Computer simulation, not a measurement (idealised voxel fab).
The following is a process module called voxel wiring stack.
Cross-section cut: width 285 nm, square cells of 5 nm.
If you're reading a cross-section in this doc, picture square cells in a grid; it comes to you as bands, top ones listed first down to the bottom, and a band can be one or more rows of cells. The entry gives the band's vertical extent as a top height and a bottom height in nm, then its horizontal make-up as materials from left to right, each with a width in nm. "empty" stands for empty space; a single material marked "everywhere" fills the band edge to edge. Heights from 0 (as-received wafer is one material below). Bottom band endless downward, as "from 0 down". The notation "30->40" denotes a width that varies across the rows of cells in the band, beginning at the first number in the top row, finishing at the second number in the bottom row, and changing by an identical amount from each row to the next. What does "remained unchanged" mean for a step? It means no cell of the cross-section changed in that step. In the "Enclosed cavity list" entry, you get each enclosed empty space of 8 cells or more, one with no open way to the top, written width x height at distance, distance from the left edge, in nm. Anything after a step's settings on that line? It's the simulator's own note about the step. For masked steps, "overlay nm" on the step line gives how far right of plan the mask actually lay; a minus sign means it lay to the left.
Plan:
1. RECEIVE [material Si]
2. CONFORMAL_DEP [material SiO2] [thk nm 15]
3. CONFORMAL_DEP [material SiCN] [thk nm 5]
4. DIRECTIONAL_DEP [material lowk] [thk nm 25]
5. MASKED_ETCH [tone open] [mask id METAL_1] [width nm 25] [pitch nm 50] [etch materials lowk] [depth nm 25] [overlay nm 0]
6. MASKED_ETCH [tone open] [mask id METAL_1] [width nm 25] [pitch nm 50] [etch materials SiCN] [depth nm 5] [overlay nm 0]
7. CONFORMAL_DEP [material TiN] [thk nm 5]
8. FILL_DEP [material Cu] [thk nm 10]
9. CMP [height nm 45]
10. CONFORMAL_DEP [material SiCN] [thk nm 5]
11. DIRECTIONAL_DEP [material lowk] [thk nm 15]
12. DIRECTIONAL_DEP [material aC] [thk nm 10]
13. PATTERN [tone open] [mask id PLUG_1] [material resist] [width nm 15] [pitch nm 50] [thk nm 25] [overlay nm 0]
14. DIRECTIONAL_ETCH [etch materials aC] [depth nm 10]
15. STRIP [etch materials resist]
16. DIRECTIONAL_ETCH [etch materials lowk] [depth nm 15]
17. DIRECTIONAL_ETCH [etch materials SiCN] [depth nm 5]
18. STRIP [etch materials aC]
19. CONFORMAL_DEP [material TiN] [thk nm 5]
20. FILL_DEP [material Cu] [thk nm 5]
21. CMP [height nm 65]
22. CONFORMAL_DEP [material SiCN] [thk nm 5]
23. DIRECTIONAL_DEP [material SiO2] [thk nm 25]
24. DIRECTIONAL_DEP [material aC] [thk nm 15]
25. PATTERN [tone open] [mask id METAL_2] [material resist] [width nm 25] [pitch nm 50] [thk nm 30] [overlay nm 0]
26. DIRECTIONAL_ETCH [etch materials aC] [depth nm 15]
27. STRIP [etch materials resist]
28. DIRECTIONAL_ETCH [etch materials SiO2] [depth nm 25]
29. DIRECTIONAL_ETCH [etch materials SiCN] [depth nm 5]
30. STRIP [etch materials aC]
31. CONFORMAL_DEP [material TiN] [thk nm 5]
32. FILL_DEP [material Cu] [thk nm 10]
33. CMP [height nm 95]
34. EPI [material Ru] [thk nm 5]
35. FILL_DEP [material SiCN] [thk nm 5]
36. DIRECTIONAL_DEP [material SiO2] [thk nm 30]
37. MASKED_ETCH [tone open] [mask id METAL_3_HOLES] [width nm 15] [pitch nm 50] [etch materials SiO2] [depth nm 30] [overlay nm 0]
38. DIRECTIONAL_DEP [material aC] [thk nm 15]
39. PATTERN [tone open] [mask id METAL_3] [material resist] [width nm 25] [pitch nm 50] [thk nm 30] [overlay nm 0]
40. DIRECTIONAL_ETCH [etch materials aC] [depth nm 15]
41. STRIP [etch materials resist]
42. DIRECTIONAL_ETCH [etch materials SiO2] [depth nm 20]
43. DIRECTIONAL_ETCH [etch materials SiCN] [depth nm 5]
44. STRIP [etch materials aC]
45. CONFORMAL_DEP [material TiN] [thk nm 5]
46. FILL_DEP [material Cu] [thk nm 10]
47. CMP [height nm 135]
48. CONFORMAL_DEP [material SiCN] [thk nm 5]
As received, after step 1:
	from 0 down: Si everywhere
	Enclosed cavity list: none
Same starting wafer, same plan as above, one mistake in the execution; this is the cross-section at the end of the module:
	from 140 to 135: SiCN everywhere
	from 135 to 120: SiO2: 55 / TiN: 5 / Cu: 15 / TiN: 5 / SiO2: 25 / TiN: 5 / Cu: 15 / TiN: 5 / SiO2: 25 / TiN: 5 / Cu: 15 / TiN: 5 / SiO2: 25 / TiN: 5 / Cu: 15 / TiN: 5 / SiO2: 55
	from 120 to 115: SiO2: 55 / TiN: 5 / Cu: 5 / TiN: 15 / SiO2: 25 / TiN: 5 / Cu: 5 / TiN: 15 / SiO2: 25 / TiN: 5 / Cu: 5 / TiN: 15 / SiO2: 25 / TiN: 5 / Cu: 5 / TiN: 15 / SiO2: 55
	from 115 to 105: SiO2: 55 / TiN: 5 / Cu: 5 / TiN: 5 / SiO2: 35 / TiN: 5 / Cu: 5 / TiN: 5 / SiO2: 35 / TiN: 5 / Cu: 5 / TiN: 5 / SiO2: 35 / TiN: 5 / Cu: 5 / TiN: 5 / SiO2: 65
	from 105 to 100: SiCN: 55 / TiN: 15 / SiCN: 35 / TiN: 15 / SiCN: 35 / TiN: 15 / SiCN: 35 / TiN: 15 / SiCN: 65
	from 100 to 95: SiCN: 50 / Ru: 35 / SiCN: 15 / Ru: 35 / SiCN: 15 / Ru: 35 / SiCN: 15 / Ru: 35 / SiCN: 50
	from 95 to 70: SiO2: 55 / TiN: 5 / Cu: 15 / TiN: 5 / SiO2: 25 / TiN: 5 / Cu: 15 / TiN: 5 / SiO2: 25 / TiN: 5 / Cu: 15 / TiN: 5 / SiO2: 25 / TiN: 5 / Cu: 15 / TiN: 5 / SiO2: 55
	from 70 to 65: SiCN: 55 / TiN: 25 / SiCN: 25 / TiN: 25 / SiCN: 25 / TiN: 25 / SiCN: 25 / TiN: 25 / SiCN: 55
	from 65 to 50: lowk: 55 / TiN: 5 / Cu: 5 / TiN: 5 / lowk: 35 / TiN: 5 / Cu: 5 / TiN: 5 / lowk: 35 / TiN: 5 / Cu: 5 / TiN: 5 / lowk: 35 / TiN: 5 / Cu: 5 / TiN: 5 / lowk: 65
	from 50 to 45: SiCN: 55 / TiN: 15 / SiCN: 35 / TiN: 15 / SiCN: 35 / TiN: 15 / SiCN: 35 / TiN: 15 / SiCN: 65
	from 45 to 20: lowk: 60 / TiN: 5 / Cu: 10 / TiN: 5 / lowk: 30 / TiN: 5 / Cu: 10 / TiN: 5 / lowk: 30 / TiN: 5 / Cu: 10 / TiN: 5 / lowk: 30 / TiN: 5 / Cu: 10 / TiN: 5 / lowk: 55
	from 20 to 15: SiCN: 60 / TiN: 20 / SiCN: 30 / TiN: 20 / SiCN: 30 / TiN: 20 / SiCN: 30 / TiN: 20 / SiCN: 55
	from 15 to 0: SiO2 everywhere
	from 0 down: Si everywhere
	Enclosed cavity list: none
Nonconformance to the process plan: step 5 went in with a setting other than planned; the actual run was MASKED_ETCH [tone open] [mask id METAL_1] [width nm 20] [pitch nm 50] [etch materials lowk] [depth nm 25] [overlay nm 0]
